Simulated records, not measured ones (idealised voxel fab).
process module | voxel quadruple lines
cross-section cut | 180 nm wide | cells 5 nm
A cross-section is a grid of square cells, given in bands from the top down. A band is one or more rows of cells.
Each band's line starts with the height of the band's top and of its bottom, in nm. Then come its materials from left to right, each with its width in nm. One material with "throughout" fills the band from edge to edge. "air" is empty space.
Height 0 is the level under which the wafer as received is all one material. The lowest band goes on downwards, as in "0 down".
A width such as "30 to 40" changes by the same amount from each row of cells to the next, from the band's top row to its bottom row.
"no change" after a step means that no cell of the cross-section changed.
closed voids: empty space of 8 cells or more with no open way to the top, each as width x height at its distance from the left edge, in nm
after a step's settings: what the simulator itself notes on the step
overlay nm, on a step with a mask: how far to the right of its planned place the mask lay; to the left if negative
plan
1 op RECEIVE | material Si
2 op CONFORMAL_DEP | material Al2O3 | thk nm 5
3 op DIRECTIONAL_DEP | material TiN | thk nm 10
4 op DIRECTIONAL_DEP | material polySi | thk nm 15
5 op DIRECTIONAL_DEP | material aC | thk nm 25
6 op PATTERN | tone cover | mask id MANDREL | material resist | width nm 25 | thk nm 35 | overlay nm 0
7 op DIRECTIONAL_ETCH | etch materials aC | depth nm 25
8 op STRIP | etch materials resist
9 op CONFORMAL_DEP | material SiO2 | thk nm 15
10 op DIRECTIONAL_ETCH | etch materials SiO2 | depth nm 15
11 op STRIP | etch materials aC
12 op DIRECTIONAL_ETCH | etch materials polySi | depth nm 15
13 op STRIP | etch materials SiO2
14 op CONFORMAL_DEP | material SiCN | thk nm 5
15 op DIRECTIONAL_ETCH | etch materials SiCN | depth nm 5
16 op STRIP | etch materials polySi
17 op DIRECTIONAL_ETCH | etch materials TiN | depth nm 10
18 op STRIP | etch materials SiCN
first wafer, as planned
as received, after step 1
  0 down: Si throughout
  closed voids: none
after step 2
  5 to 0: Al2O3 throughout
  below 0: unchanged
after step 3
  15 to 5: TiN throughout
  below 5: unchanged
after step 4
  30 to 15: polySi throughout
  below 15: unchanged
after step 5
  55 to 30: aC throughout
  below 30: unchanged
after step 6
  90 to 55: air 75 | resist 25 | air 80
  below 55: unchanged
after step 7
  65 to 55: air 75 | resist 25 | air 80
  55 to 30: air 75 | aC 25 | air 80
  below 30: unchanged
after step 8
  55 to 30: air 75 | aC 25 | air 80
  below 30: unchanged
after step 9
  70 to 55: air 60 | SiO2 55 | air 65
  55 to 45: air 60 | SiO2 15 | aC 25 | SiO2 15 | air 65
  45 to 30: SiO2 75 | aC 25 | SiO2 80
  below 30: unchanged
after step 10
  55 to 30: air 60 | SiO2 15 | aC 25 | SiO2 15 | air 65
  below 30: unchanged
after step 11
  55 to 30: air 60 | SiO2 15 | air 25 | SiO2 15 | air 65
  below 30: unchanged
after step 12
  55 to 30: air 60 | SiO2 15 | air 25 | SiO2 15 | air 65
  30 to 15: air 60 | polySi 15 | air 25 | polySi 15 | air 65
  below 15: unchanged
after step 13
  30 to 15: air 60 | polySi 15 | air 25 | polySi 15 | air 65
  below 15: unchanged
after step 14
  35 to 30: air 55 | SiCN 25 | air 15 | SiCN 25 | air 60
  30 to 20: air 55 | SiCN 5 | polySi 15 | SiCN 5 | air 15 | SiCN 5 | polySi 15 | SiCN 5 | air 60
  20 to 15: SiCN 60 | polySi 15 | SiCN 25 | polySi 15 | SiCN 65
  below 15: unchanged
after step 15
  30 to 15: air 55 | SiCN 5 | polySi 15 | SiCN 5 | air 15 | SiCN 5 | polySi 15 | SiCN 5 | air 60
  below 15: unchanged
after step 16
  30 to 15: air 55 | SiCN 5 | air 15 | SiCN 5 | air 15 | SiCN 5 | air 15 | SiCN 5 | air 60
  below 15: unchanged
after step 17
  30 to 15: air 55 | SiCN 5 | air 15 | SiCN 5 | air 15 | SiCN 5 | air 15 | SiCN 5 | air 60
  15 to 5: air 55 | TiN 5 | air 15 | TiN 5 | air 15 | TiN 5 | air 15 | TiN 5 | air 60
  below 5: unchanged
after step 18
  15 to 5: air 55 | TiN 5 | air 15 | TiN 5 | air 15 | TiN 5 | air 15 | TiN 5 | air 60
  below 5: unchanged
second wafer: like start, like plan, one mistake. Through step 5 it matches the first wafer
when step 6 should have ended
  90 to 55: air 85 | resist 25 | air 70
  below 55: unchanged
when step 7 should have ended
  65 to 55: air 85 | resist 25 | air 70
  55 to 30: air 85 | aC 25 | air 70
  below 30: unchanged
when step 8 should have ended
  55 to 30: air 85 | aC 25 | air 70
  below 30: unchanged
when step 9 should have ended
  70 to 55: air 70 | SiO2 55 | air 55
  55 to 45: air 70 | SiO2 15 | aC 25 | SiO2 15 | air 55
  45 to 30: SiO2 85 | aC 25 | SiO2 70
  below 30: unchanged
when step 10 should have ended
  55 to 30: air 70 | SiO2 15 | aC 25 | SiO2 15 | air 55
  below 30: unchanged
when step 11 should have ended
  55 to 30: air 70 | SiO2 15 | air 25 | SiO2 15 | air 55
  below 30: unchanged
when step 12 should have ended
  55 to 30: air 70 | SiO2 15 | air 25 | SiO2 15 | air 55
  30 to 15: air 70 | polySi 15 | air 25 | polySi 15 | air 55
  below 15: unchanged
when step 13 should have ended
  30 to 15: air 70 | polySi 15 | air 25 | polySi 15 | air 55
  below 15: unchanged
when step 14 should have ended
  35 to 30: air 65 | SiCN 25 | air 15 | SiCN 25 | air 50
  30 to 20: air 65 | SiCN 5 | polySi 15 | SiCN 5 | air 15 | SiCN 5 | polySi 15 | SiCN 5 | air 50
  20 to 15: SiCN 70 | polySi 15 | SiCN 25 | polySi 15 | SiCN 55
  below 15: unchanged
when step 15 should have ended
  30 to 15: air 65 | SiCN 5 | polySi 15 | SiCN 5 | air 15 | SiCN 5 | polySi 15 | SiCN 5 | air 50
  below 15: unchanged
when step 16 should have ended
  30 to 15: air 65 | SiCN 5 | air 15 | SiCN 5 | air 15 | SiCN 5 | air 15 | SiCN 5 | air 50
  below 15: unchanged
when step 17 should have ended
  30 to 15: air 65 | SiCN 5 | air 15 | SiCN 5 | air 15 | SiCN 5 | air 15 | SiCN 5 | air 50
  15 to 5: air 65 | TiN 5 | air 15 | TiN 5 | air 15 | TiN 5 | air 15 | TiN 5 | air 50
  below 5: unchanged
when step 18 should have ended
  15 to 5: air 65 | TiN 5 | air 15 | TiN 5 | air 15 | TiN 5 | air 15 | TiN 5 | air 50
  below 5: unchanged
what went wrong: step 6 ran as: op PATTERN | tone cover | mask id MANDREL | material resist | width nm 25 | thk nm 35 | overlay nm 10
at the end the second wafer has, in cells: as many of each material as the first, in other places
